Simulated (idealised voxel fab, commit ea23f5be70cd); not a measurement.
Process module, titled voxel self aligned vias
The cross-section shown here is cut; it is 175 nm wide and divided into square cells measuring 5 nm on a side.
For the purposes of this document, a cross-section shall be understood as a grid of square cells, specified as bands listed in top-to-bottom order, each band consisting of one or more rows of cells. It is stipulated that each band's entry specify, in nanometres, the height of the top of the band and then that of its bottom, followed by the materials of the band in left-to-right sequence, each together with its width in nanometres. A single material marked by the word "all across" is understood to fill the band from edge to edge; the word "empty" is understood to denote empty space. Heights are reckoned from 0. Under this level, the received wafer is all of one material. The bottommost band is open-ended downward, for example "0 down". A width such as "30->40" changes by the same amount from each row of cells to the next, from the band's top row to its bottom row. Step note "remains unaltered" = no cross-section cell changed. "Cavities, sealed" means: voids of 8 cells or more that are shut off from the top with no open way through. Written width x height at distance, distance from the left edge, in nm. Step line, after settings: the simulator's comment on this step. A step's line can hold "overlay nm"; with a mask on that step, the setting says how far right of the planned place the mask lay, while a negative setting says it lay to the left.
**Listed below are the process steps as planned**
1: RECEIVE,material Si
2: CONFORMAL_DEP,material SiO2,thk nm 10
3: CONFORMAL_DEP,material SiCN,thk nm 5
4: DIRECTIONAL_DEP,material lowk,thk nm 25
5: MASKED_ETCH,tone open,mask id LINES,width nm 30,pitch nm 75,etch materials lowk,depth nm 25,overlay nm 0
6: CONFORMAL_DEP,material TiN,thk nm 5
7: FILL_DEP,material Ru,thk nm 10
8: CMP,height nm 40
9: SELECTIVE_ETCH,etch materials W Ru TiN,depth nm 10
10: FILL_DEP,material SiN,thk nm 10
11: CMP,height nm 40
12: DIRECTIONAL_DEP,material lowk,thk nm 20
13: MASKED_ETCH,tone open,mask id VIAS,width nm 50,etch materials lowk,depth nm 20,overlay nm 0
14: MASKED_ETCH,tone open,mask id VIAS,width nm 50,etch materials SiN,depth nm 10,overlay nm 0
15: CONFORMAL_DEP,material TiN,thk nm 5
16: FILL_DEP,material Cu,thk nm 5
17: CMP,height nm 60
18: CONFORMAL_DEP,material SiN,thk nm 5
**Cross-sectional view of the wafer in its as-received condition, corresponding to the state after step 1**
    0 down  Si all across
    Cavities, sealed: none
**Module complete, cross-section. Starting point and plan per above. One mistake made in running the module**
    65 to 60  SiN all across
    60 to 45  15 nm lowk  5 nm TiN  40 nm Cu  5 nm TiN  110 nm lowk
    45 to 40  15 nm lowk  25 nm TiN  20 nm Cu  5 nm TiN  110 nm lowk
    40 to 35  35 nm lowk  5 nm TiN  20 nm Cu  5 nm TiN  45 nm lowk  30 nm SiN  35 nm lowk
    35 to 30  35 nm lowk  30 nm TiN  45 nm lowk  30 nm SiN  35 nm lowk
    30 to 20  35 nm lowk  5 nm TiN  20 nm Ru  5 nm TiN  45 nm lowk  5 nm TiN  20 nm Ru  5 nm TiN  35 nm lowk
    20 to 15  35 nm lowk  30 nm TiN  45 nm lowk  30 nm TiN  35 nm lowk
    15 to 10  SiCN all across
    10 to 0  SiO2 all across
    0 down  Si all across
    Cavities, sealed: none
Error vs. plan: heads up, step 13 didn't go per plan, it actually ran as MASKED_ETCH,tone open,mask id VIAS,width nm 50,etch materials lowk,depth nm 20,overlay nm -10
